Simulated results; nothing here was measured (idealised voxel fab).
The following process module bears the name voxel wiring stack.
Cross-section cut: width 175 nm, square cells of 5 nm.
Format of a cross-section: grid, square cells. Given as bands. Order: top down. Band: one or more rows of cells.
Per band: top height and bottom height in nm, followed by the left-to-right materials and their widths in nm; "throughout" marks a single material spanning edge to edge, "blank" marks empty space.
All heights in this document are referenced to 0, defined as the level beneath which the wafer, as received, consists entirely of one material. The lowest band is not bounded below; it extends indefinitely downward and is written in the form "0 down".
Note: "30 to 40" means the width goes from the first number (top row of the band) to the second number (bottom row) in equal steps per row of cells.
"nothing got changed", as given for a step, is the statement that not any cell of the cross-section underwent a change during that step.
"Voids, sealed" lists enclosed empty spaces (at least 8 cells, no open path upward to the top), each as width x height at distance from the left edge, in nm.
Where a step's line continues beyond its settings, the continuation is a remark by the simulator itself on that step.
overlay nm: step with mask; distance mask lay right of planned place; negative value = left of planned place.
The following list gives the planned process steps:
1: RECEIVE,material Si
2: CONFORMAL_DEP,material SiO2,thk nm 15
3: DIRECTIONAL_DEP,material TiN,thk nm 5
4: DIRECTIONAL_DEP,material Ru,thk nm 20
5: PATTERN,tone cover,mask id METAL_1,material resist,width nm 25,pitch nm 50,thk nm 20,overlay nm 0
6: DIRECTIONAL_ETCH,etch materials Ru,depth nm 10
7: DIRECTIONAL_ETCH,etch materials TiN,depth nm 5
8: STRIP,etch materials resist
9: CONFORMAL_DEP,material SiN,thk nm 5
10: FILL_DEP,material lowk,thk nm 10
11: CMP,height nm 40
12: CONFORMAL_DEP,material SiCN,thk nm 5
13: DIRECTIONAL_DEP,material lowk,thk nm 30
14: PATTERN,tone open,mask id METAL_2,material resist,width nm 25,pitch nm 50,thk nm 15,overlay nm 0
15: DIRECTIONAL_ETCH,etch materials lowk,depth nm 15
16: STRIP,etch materials resist
17: DIRECTIONAL_DEP,material aC,thk nm 15
18: PATTERN,tone open,mask id METAL_2_HOLES,material resist,width nm 15,pitch nm 50,thk nm 35,overlay nm 0
19: DIRECTIONAL_ETCH,etch materials aC,depth nm 15
20: STRIP,etch materials resist
21: DIRECTIONAL_ETCH,etch materials lowk,depth nm 15
22: DIRECTIONAL_ETCH,etch materials SiCN,depth nm 5
23: STRIP,etch materials aC
24: CONFORMAL_DEP,material TiN,thk nm 5
25: FILL_DEP,material Cu,thk nm 5
26: CMP,height nm 75
27: CONFORMAL_DEP,material SiCN,thk nm 5
Be aware that, although all wafers share a common starting state, the depth nm at step 6 differs among them, and the plan displays the first wafer's value.
Sectional view: first of several wafers, as received, after step 1:
  0 down | Si throughout
  Voids, sealed: none
Last step of the module is step 27; after it, the first of several wafers in cross-section:
  80 to 75 | SiCN throughout
  75 to 65 | lowk 25; TiN 5; Cu 15; TiN 5; lowk 25; TiN 5; Cu 15; TiN 5; lowk 25; TiN 5; Cu 15; TiN 5; lowk 25
  65 to 60 | lowk 25; TiN 5; Cu 5; TiN 15; lowk 25; TiN 5; Cu 5; TiN 15; lowk 25; TiN 5; Cu 5; TiN 15; lowk 25
  60 to 45 | lowk 25; TiN 5; Cu 5; TiN 5; lowk 35; TiN 5; Cu 5; TiN 5; lowk 35; TiN 5; Cu 5; TiN 5; lowk 35
  45 to 40 | SiCN 25; TiN 15; SiCN 35; TiN 15; SiCN 35; TiN 15; SiCN 35
  40 to 35 | lowk 20; SiN 5; Ru 25; SiN 5; lowk 15; SiN 5; Ru 25; SiN 5; lowk 15; SiN 5; Ru 25; SiN 5; lowk 20
  35 to 30 | SiN 25; Ru 25; SiN 25; Ru 25; SiN 25; Ru 25; SiN 25
  30 to 20 | Ru throughout
  20 to 15 | TiN throughout
  15 to 0 | SiO2 throughout
  0 down | Si throughout
  Voids, sealed: none
Here's the last wafer cross-sectioned at the end of the module:
  80 to 75 | SiCN throughout
  75 to 65 | lowk 25; TiN 5; Cu 15; TiN 5; lowk 25; TiN 5; Cu 15; TiN 5; lowk 25; TiN 5; Cu 15; TiN 5; lowk 25
  65 to 60 | lowk 25; TiN 5; Cu 5; TiN 15; lowk 25; TiN 5; Cu 5; TiN 15; lowk 25; TiN 5; Cu 5; TiN 15; lowk 25
  60 to 45 | lowk 25; TiN 5; Cu 5; TiN 5; lowk 35; TiN 5; Cu 5; TiN 5; lowk 35; TiN 5; Cu 5; TiN 5; lowk 35
  45 to 40 | SiCN 25; TiN 15; SiCN 35; TiN 15; SiCN 35; TiN 15; SiCN 35
  40 to 20 | lowk 20; SiN 5; Ru 25; SiN 5; lowk 15; SiN 5; Ru 25; SiN 5; lowk 15; SiN 5; Ru 25; SiN 5; lowk 20
  20 to 15 | SiN 25; TiN 25; SiN 25; TiN 25; SiN 25; TiN 25; SiN 25
  15 to 0 | SiO2 throughout
  0 down | Si throughout
  Voids, sealed: none
Every row in this table is a wafer at the end of the module, and it gives, for each of the materials, the cells that wafer has gained (+) or lost (-) since it was received, then its closed voids:
depth nm 10 | +30 Cu | +100 Ru | +61 SiCN | +26 SiN | +105 SiO2 | +86 TiN | +152 lowk | Voids, sealed: none
depth nm 15 | +30 Cu | +80 Ru | +61 SiCN | +32 SiN | +105 SiO2 | +86 TiN | +166 lowk | Voids, sealed: none
depth nm 20 | +30 Cu | +60 Ru | +61 SiCN | +44 SiN | +105 SiO2 | +66 TiN | +194 lowk | Voids, sealed: none
depth nm 25 | +30 Cu | +60 Ru | +61 SiCN | +44 SiN | +105 SiO2 | +66 TiN | +194 lowk | Voids, sealed: none
depth nm 30 | +30 Cu | +60 Ru | +61 SiCN | +44 SiN | +105 SiO2 | +66 TiN | +194 lowk | Voids, sealed: none
depth nm 35 | +30 Cu | +60 Ru | +61 SiCN | +44 SiN | +105 SiO2 | +66 TiN | +194 lowk | Voids, sealed: none
